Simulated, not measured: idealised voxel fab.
A process module follows: voxel wiring stack.
Square cells of 5 nm make up the cross-section cut, whose width is 145 nm.
Cross-section, as written here: a square-cell grid given band by band from the top down, where a band holds one or more rows of cells.
Top height, bottom height, nm. Materials left to right, width each, nm. Single material + "everywhere" = fills band edge to edge. "empty" = empty.
Height reference: 0 = level under which incoming wafer is all one material. Lowest band: no bottom, runs on downward, e.g. "0 nm and below".
You'd read "30->40" like this: the band's top row of cells is as wide as the first number, its bottom row is as wide as the second, and going down, every row changes width by the same amount as the row before did.
What does "changes: none" mean for a step? It means no cell of the cross-section changed in that step.
The entry titled "Closed-off voids" provides the empty spaces that have no open way to the top, restricted to those of 8 cells or more. Each is presented as width x height at distance, the distance being measured from the left edge, with all three in nm.
Formally, on a step line, whatever follows the settings is a remark that the simulator itself makes on the step.
overlay nm: where the mask lay relative to plan, measured to the right, on steps with a mask; negatives go left.

### So here's the lineup of process steps we planned
- 1: RECEIVE with material Si
- 2: CONFORMAL_DEP with material SiO2, thk nm 15
- 3: DIRECTIONAL_DEP with material TiN, thk nm 5
- 4: DIRECTIONAL_DEP with material W, thk nm 15
- 5: MASKED_ETCH with tone cover, mask id METAL_1, width nm 30, pitch nm 60, etch materials W, depth nm 15, overlay nm 0
- 6: MASKED_ETCH with tone cover, mask id METAL_1, width nm 30, pitch nm 60, etch materials TiN, depth nm 5, overlay nm 0
- 7: FILL_DEP with material SiO2, thk nm 5
- 8: CMP with height nm 35
- 9: CONFORMAL_DEP with material SiCN, thk nm 5
- 10: DIRECTIONAL_DEP with material SiO2, thk nm 10
- 11: MASKED_ETCH with tone open, mask id PLUG_1, width nm 15, etch materials SiO2, depth nm 10, overlay nm 0
- 12: MASKED_ETCH with tone open, mask id PLUG_1, width nm 15, etch materials SiCN, depth nm 5, overlay nm 0
- 13: CONFORMAL_DEP with material TiN, thk nm 5
- 14: FILL_DEP with material Cu, thk nm 5
- 15: CMP with height nm 50
- 16: CONFORMAL_DEP with material SiN, thk nm 5
- 17: DIRECTIONAL_DEP with material lowk, thk nm 15
- 18: MASKED_ETCH with tone open, mask id METAL_2, width nm 30, pitch nm 60, etch materials lowk, depth nm 15, overlay nm 0
- 19: MASKED_ETCH with tone open, mask id METAL_2, width nm 30, pitch nm 60, etch materials SiN, depth nm 5, overlay nm 0
- 20: CONFORMAL_DEP with material TiN, thk nm 5
- 21: FILL_DEP with material Cu, thk nm 10
- 22: CMP with height nm 70
- 23: CONFORMAL_DEP with material SiCN, thk nm 5
- 24: DIRECTIONAL_DEP with material lowk, thk nm 30
- 25: MASKED_ETCH with tone open, mask id METAL_3, width nm 30, pitch nm 60, etch materials lowk, depth nm 15, overlay nm 0
- 26: MASKED_ETCH with tone open, mask id METAL_3_HOLES, width nm 15, etch materials lowk, depth nm 15, overlay nm 0
- 27: MASKED_ETCH with tone open, mask id METAL_3_HOLES, width nm 15, etch materials SiCN, depth nm 5, overlay nm 0
- 28: CONFORMAL_DEP with material TiN, thk nm 5
- 29: FILL_DEP with material Cu, thk nm 10
- 30: CMP with height nm 105
- 31: CONFORMAL_DEP with material SiCN, thk nm 5
- 32: DIRECTIONAL_DEP with material lowk, thk nm 10
- 33: DIRECTIONAL_DEP with material aC, thk nm 15
- 34: PATTERN with tone open, mask id PLUG_3, material resist, width nm 15, thk nm 30, overlay nm 0
- 35: DIRECTIONAL_ETCH with etch materials aC, depth nm 15
- 36: STRIP with etch materials resist
- 37: DIRECTIONAL_ETCH with etch materials lowk, depth nm 10
- 38: DIRECTIONAL_ETCH with etch materials SiCN, depth nm 5
- 39: STRIP with etch materials aC
- 40: EPI with material Ru, thk nm 10
- 41: EPI with material Ru, thk nm 5
- 42: DIRECTIONAL_DEP with material TiN, thk nm 5
- 43: DIRECTIONAL_DEP with material W, thk nm 15
- 44: PATTERN with tone cover, mask id METAL_4, material resist, width nm 30, pitch nm 60, thk nm 20, overlay nm 0
- 45: DIRECTIONAL_ETCH with etch materials W, depth nm 15
- 46: DIRECTIONAL_ETCH with etch materials TiN, depth nm 5
- 47: STRIP with etch materials resist
- 48: FILL_DEP with material SiO2, thk nm 5
- 49: CMP with height nm 140
- 50: CONFORMAL_DEP with material SiCN, thk nm 5

### As-received state of the wafer in cross-section, equivalent to post-step 1
  0 nm and below | Si everywhere
  Closed-off voids: none

### first wafer at the end, as planned
  145 nm to 140 nm | SiCN everywhere
  140 nm to 125 nm | SiO2 (25) | W (30) | SiO2 (30) | W (30) | SiO2 (30)
  125 nm to 120 nm | SiO2 (25) | TiN (30) | SiO2 (30) | TiN (30) | SiO2 (30)
  120 nm to 110 nm | lowk (25) | Ru (15) | lowk (105)
  110 nm to 105 nm | SiCN (25) | Ru (15) | SiCN (105)
  105 nm to 95 nm | lowk (25) | TiN (5) | Cu (20) | TiN (5) | lowk (30) | TiN (5) | Cu (20) | TiN (5) | lowk (30)
  95 nm to 90 nm | lowk (25) | TiN (5) | Cu (5) | TiN (20) | lowk (30) | TiN (30) | lowk (30)
  90 nm to 75 nm | lowk (25) | TiN (5) | Cu (5) | TiN (5) | lowk (105)
  75 nm to 70 nm | SiCN (25) | TiN (15) | SiCN (105)
  70 nm to 55 nm | lowk (25) | TiN (5) | Cu (20) | TiN (5) | lowk (30) | TiN (5) | Cu (20) | TiN (5) | lowk (30)
  55 nm to 50 nm | SiN (25) | TiN (30) | SiN (30) | TiN (30) | SiN (30)
  50 nm to 40 nm | SiO2 (25) | TiN (5) | Cu (5) | TiN (5) | SiO2 (105)
  40 nm to 35 nm | SiCN (25) | TiN (15) | SiCN (105)
  35 nm to 20 nm | SiO2 (25) | W (30) | SiO2 (30) | W (30) | SiO2 (30)
  20 nm to 15 nm | SiO2 (25) | TiN (30) | SiO2 (30) | TiN (30) | SiO2 (30)
  15 nm to 0 nm | SiO2 everywhere
  0 nm and below | Si everywhere
  Closed-off voids: none

### Wafer two, sectioned after the module: the first wafer's start, the first wafer's plan, and one mistake in how it was run
  145 nm to 140 nm | SiCN everywhere
  140 nm to 125 nm | SiO2 (25) | W (30) | SiO2 (30) | W (30) | SiO2 (30)
  125 nm to 120 nm | SiO2 (25) | TiN (30) | SiO2 (30) | TiN (30) | SiO2 (30)
  120 nm to 110 nm | lowk (25) | Ru (15) | lowk (105)
  110 nm to 105 nm | SiCN (25) | Ru (15) | SiCN (105)
  105 nm to 95 nm | lowk (25) | TiN (5) | Cu (20) | TiN (5) | lowk (30) | TiN (5) | Cu (20) | TiN (5) | lowk (30)
  95 nm to 90 nm | lowk (25) | TiN (5) | Cu (5) | TiN (20) | lowk (30) | TiN (30) | lowk (30)
  90 nm to 75 nm | lowk (25) | TiN (5) | Cu (5) | TiN (5) | lowk (105)
  75 nm to 70 nm | SiCN (25) | TiN (15) | SiCN (105)
  70 nm to 60 nm | Cu (20) | TiN (5) | lowk (30) | TiN (5) | Cu (20) | TiN (5) | lowk (30) | TiN (5) | Cu (25)
  60 nm to 55 nm | TiN (25) | lowk (30) | TiN (30) | lowk (30) | TiN (30)
  55 nm to 50 nm | SiN everywhere
  50 nm to 40 nm | SiO2 (25) | TiN (5) | Cu (5) | TiN (5) | SiO2 (105)
  40 nm to 35 nm | SiCN (25) | TiN (15) | SiCN (105)
  35 nm to 20 nm | SiO2 (25) | W (30) | SiO2 (30) | W (30) | SiO2 (30)
  20 nm to 15 nm | SiO2 (25) | TiN (30) | SiO2 (30) | TiN (30) | SiO2 (30)
  15 nm to 0 nm | SiO2 everywhere
  0 nm and below | Si everywhere
  Closed-off voids: none
What was the processing mistake? not per plan at step 18, really ran MASKED_ETCH with tone cover, mask id METAL_2, width nm 30, pitch nm 60, etch materials lowk, depth nm 15, overlay nm 0
Final tally in cells, some materials are higher or lower on the second wafer than on the first: +2 Cu; +12 SiN; +1 TiN; -15 lowk
